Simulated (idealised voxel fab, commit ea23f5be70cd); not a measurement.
The document below concerns the process module designated voxel released beams.
Each square cell in cross-section cut measures 5 nm, and the section as a whole is 255 nm wide.
Each cross-section below is a grid of square cells, stated as bands in top-down order, with one or more rows of cells making up each band. Top height, bottom height, nm. Materials left to right, width each, nm. Single material + "edge to edge" = fills band edge to edge. "air" = empty. Where do heights start? At 0: under that level the wafer as delivered is made of one material only. And the lowest band has no floor; it just carries on downward, as in "z 0 and below". A two-number width, for instance "30..40", indicates that the width is equal to the first number in the top row of the band and to the second number in the bottom row, and that it changes by a constant amount per row of cells. "no modification" means the step left every cell of the cross-section as it was. In "Enclosed void list" the enclosed voids are listed, meaning empty spaces of 8 cells or larger without any opening to the top. The form is width x height at distance, distance from the left edge, units nm. Heads up: the bit after the settings on a step's line is the simulator's remark on that step. What "overlay nm" on a step's line means: if the step has a mask, that mask lay this far to the right of its planned place, or, when the value is negative, to the left.
Listed below are the process steps as planned:
1. RECEIVE | material Si
2. CONFORMAL_DEP | material Al2O3 | thk nm 5
3. DIRECTIONAL_DEP | material SiO2 | thk nm 15
4. MASKED_ETCH | tone open | mask id ANCHOR | width nm 40 | etch materials SiO2 | depth nm 15 | overlay nm 0
5. CONFORMAL_DEP | material polySi | thk nm 15
6. MASKED_ETCH | tone cover | mask id BEAM | width nm 125 | etch materials polySi | depth nm 15 | overlay nm 0
7. STRIP | etch materials SiO2
As-received wafer cross-section (after step 1):
z 0 and below = Si edge to edge
Enclosed void list: none
The first of two wafers, cross-sectioned at the end of the module, with the run proceeding as planned:
z 35 to 20 = air (60) / polySi (20) / air (10) / polySi (95) / air (70)
z 20 to 5 = air (65) / polySi (40) / air (150)
z 5 to 0 = Al2O3 edge to edge
z 0 and below = Si edge to edge
Enclosed void list: none
Wafer two cross-section, module end. Start and plan unchanged from wafer one; one mistake made during the run:
z 35 to 20 = air (60) / polySi (125) / air (70)
z 20 to 15 = Al2O3 edge to edge
z 15 to 0 = SiO2 edge to edge
z 0 and below = Si edge to edge
Enclosed void list: none
The plan and the run diverged here: steps 2 and 3 run out of order (swapped)
Heads up, by the end the second wafer has more or fewer cells of some materials compared to the first: SiO2 +153; polySi -18
